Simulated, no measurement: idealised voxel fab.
The document below concerns the process module designated voxel fin reveal.
FYI the section here is cut, 295 nm wide, cells are 5 nm squares.
Heads up, the way a cross-section reads in here is a grid of square cells, handed over as bands from the top down, with every band being one or more rows of cells. Band: top height; bottom height; in nm. Then, left to right: material with width in nm, for each material. "everywhere": a single material spanning edge to edge. "empty": empty space. Measure heights from 0. That's the level where, below it, the as-received wafer is all one material. The lowest band is bottomless and extends downward; write it as in "0 down". The notation "30 to 40" denotes a width that varies across the rows of cells in the band, beginning at the first number in the top row, finishing at the second number in the bottom row, and changing by an identical amount from each row to the next. You'll sometimes find "nothing changed" written for a step, and that's the way of saying that nowhere in the cross-section did a cell change during that step. You'll see "closed voids" listing empty spaces that have no way open to the top, as long as they're 8 cells or more; the notation is width x height at distance, where the distance is from the left edge, and all of it is in nm. On a step's line, text after the settings is the simulator commenting on that step. The optional step-line setting "overlay nm" applies to steps with a mask and quantifies how far to the right of its planned location the mask lay, a negative value indicating leftward placement.
[The steps planned for the process are as follows]
- 1: RECEIVE, material Si
- 2: CONFORMAL_DEP, material SiN, thk nm 10
- 3: MASKED_ETCH, tone cover, mask id FINS, width nm 15, pitch nm 45, etch materials SiN, depth nm 10, overlay nm 0
- 4: MASKED_ETCH, tone cover, mask id FINS, width nm 15, pitch nm 45, etch materials Si, depth nm 40, overlay nm 0
- 5: OXIDIZE, depth nm 5
- 6: FILL_DEP, material SiO2, thk nm 15
- 7: CMP, height nm 10
- 8: SELECTIVE_ETCH, etch materials SiO2, depth nm 25
- 9: STRIP, etch materials SiN
[Cross-section of the wafer as it came to us, i.e., already through step 1]
* 0 down  Si everywhere
* closed voids: none
[Cross-sectional image of the first of two wafers at the end of the module, the run having proceeded as planned]
* 0 to -15  empty 120, then Si 5, then empty 40, then Si 5, then empty 125
* -15 to -45  SiO2 120, then Si 5, then SiO2 40, then Si 5, then SiO2 125
* -45 down  Si everywhere
* closed voids: none
[Cross-sectional view of the second of two wafers upon completion of the module. This wafer shared its starting condition and process plan with the first; one error was made during its execution]
* 10 to 0  empty 115, then SiN 15, then empty 30, then SiN 15, then empty 120
* 0 to -45  empty 120, then Si 5, then empty 40, then Si 5, then empty 125
* -45 down  Si everywhere
* closed voids: none
Processing error: it should be noted that step 9 was executed with settings other than those planned, the operation and settings actually applied being STRIP, etch materials SiO2
Final wafer comparison in cells, second versus first, more or fewer per material: SiN: 12 more; SiO2: 342 fewer
